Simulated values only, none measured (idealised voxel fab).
The process module that follows is named voxel gate over fins.
Cross-section cut spans 190 nm and uses square cells 5 nm in size.
Square cells in a grid make up a cross-section in this document, and the grid is given as bands, listed from the top down, each one or more rows of cells. First you get the band's top height and its bottom height, in nm, and then the materials it's made of, left to right, with each width in nm. If you see a single material with "everywhere", that one covers the band edge to edge. "empty" is empty space. The level at which height equals 0 is the one under which the wafer, as it arrives, is entirely one material. No lower edge exists for the bottom band, which continues downward and is notated as in "0 -> down". Think of "30 to 40" as a width that walks from the first number to the second as you go down the band, top row to bottom row, taking equal-sized steps from row to row. "nothing altered" after a step means that no cell of the cross-section changed. "Enclosed cavity list": empty spaces of 8 cells or more with no open way to the top, each given as width x height at distance, distance from the left edge, all in nm. Where a step's line continues beyond its settings, the continuation is a remark by the simulator itself on that step. The line of a step may include "overlay nm". On a step with a mask, this value is how far to the right of its planned place the mask lay. A negative value means the mask lay to the left.
# Process steps foreseen in the plan
step 1: RECEIVE: material Si
step 2: CONFORMAL_DEP: material SiN, thk nm 10
step 3: DIRECTIONAL_DEP: material aC, thk nm 15
step 4: PATTERN: tone cover, mask id FINS, material resist, width nm 15, pitch nm 40, thk nm 30, overlay nm 0
step 5: DIRECTIONAL_ETCH: etch materials aC, depth nm 15
step 6: STRIP: etch materials resist
step 7: DIRECTIONAL_ETCH: etch materials SiN, depth nm 10
step 8: DIRECTIONAL_ETCH: etch materials Si, depth nm 30
step 9: STRIP: etch materials aC
step 10: FILL_DEP: material SiO2, thk nm 10
step 11: CMP: height nm 10
step 12: SELECTIVE_ETCH: etch materials SiO2, depth nm 25
step 13: STRIP: etch materials SiN
step 14: CONFORMAL_DEP: material HfO2, thk nm 5
step 15: CONFORMAL_DEP: material TiN, thk nm 5
step 16: CONFORMAL_DEP: material TiAl, thk nm 5
step 17: CONFORMAL_DEP: material TiN, thk nm 5
step 18: FILL_DEP: material W, thk nm 10
step 19: CMP: height nm 25
step 20: CONFORMAL_DEP: material SiCN, thk nm 5
# As-received state of the wafer in cross-section, equivalent to post-step 1
0 -> down  Si everywhere
Enclosed cavity list: none
# The first of two wafers, cross-sectioned at the end of the module, with the run proceeding as planned
30 -> 25  SiCN everywhere
25 -> 20  W everywhere
20 -> 15  25 of W, 135 of TiN, 30 of W
15 -> 10  25 of W, 5 of TiN, 125 of TiAl, 5 of TiN, 30 of W
10 -> 5  25 of W, 5 of TiN, 5 of TiAl, 35 of TiN, 5 of TiAl, 35 of TiN, 5 of TiAl, 35 of TiN, 5 of TiAl, 5 of TiN, 30 of W
5 -> 0  30 of TiN, 5 of TiAl, 5 of TiN, 25 of HfO2, 5 of TiN, 5 of TiAl, 5 of TiN, 25 of HfO2, 5 of TiN, 5 of TiAl, 5 of TiN, 25 of HfO2, 5 of TiN, 5 of TiAl, 35 of TiN
0 -> -5  35 of TiAl, 5 of TiN, 5 of HfO2, 15 of Si, 5 of HfO2, 5 of TiN, 5 of TiAl, 5 of TiN, 5 of HfO2, 15 of Si, 5 of HfO2, 5 of TiN, 5 of TiAl, 5 of TiN, 5 of HfO2, 15 of Si, 5 of HfO2, 5 of TiN, 40 of TiAl
-5 -> -10  40 of TiN, 5 of HfO2, 15 of Si, 5 of HfO2, 15 of TiN, 5 of HfO2, 15 of Si, 5 of HfO2, 15 of TiN, 5 of HfO2, 15 of Si, 5 of HfO2, 45 of TiN
-10 -> -15  45 of HfO2, 15 of Si, 25 of HfO2, 15 of Si, 25 of HfO2, 15 of Si, 50 of HfO2
-15 -> -30  45 of SiO2, 15 of Si, 25 of SiO2, 15 of Si, 25 of SiO2, 15 of Si, 50 of SiO2
-30 -> down  Si everywhere
Enclosed cavity list: none
# Cross-sectional image of the second wafer of the two following completion of the module. Starting state and process plan were the same as for the first wafer; one execution error occurred
30 -> 25  SiCN everywhere
25 -> 20  W everywhere
20 -> 15  20 of W, 145 of TiN, 25 of W
15 -> 10  20 of W, 5 of TiN, 135 of TiAl, 5 of TiN, 25 of W
10 -> 5  20 of W, 5 of TiN, 5 of TiAl, 125 of TiN, 5 of TiAl, 5 of TiN, 25 of W
5 -> 0  25 of TiN, 5 of TiAl, 5 of TiN, 35 of HfO2, 5 of TiN, 35 of HfO2, 5 of TiN, 35 of HfO2, 5 of TiN, 5 of TiAl, 30 of TiN
0 -> -5  30 of TiAl, 5 of TiN, 5 of HfO2, 25 of Si, 5 of HfO2, 5 of TiN, 5 of HfO2, 25 of Si, 5 of HfO2, 5 of TiN, 5 of HfO2, 25 of Si, 5 of HfO2, 5 of TiN, 35 of TiAl
-5 -> -10  35 of TiN, 5 of HfO2, 25 of Si, 5 of HfO2, 5 of TiN, 5 of HfO2, 25 of Si, 5 of HfO2, 5 of TiN, 5 of HfO2, 25 of Si, 5 of HfO2, 40 of TiN
-10 -> -15  40 of HfO2, 25 of Si, 15 of HfO2, 25 of Si, 15 of HfO2, 25 of Si, 45 of HfO2
-15 -> -30  40 of SiO2, 25 of Si, 15 of SiO2, 25 of Si, 15 of SiO2, 25 of Si, 45 of SiO2
-30 -> down  Si everywhere
Enclosed cavity list: none
Which mistake was made when the wafer was run? step 4 deviated from plan and actually ran as PATTERN: tone cover, mask id FINS, material resist, width nm 25, pitch nm 40, thk nm 30, overlay nm 0
Bottom line after processing is that, in cells, the second wafer is up or down on some materials versus the first: Si: 36 more, SiO2: 18 fewer, TiAl: 6 fewer, TiN: 6 fewer, W: 6 fewer
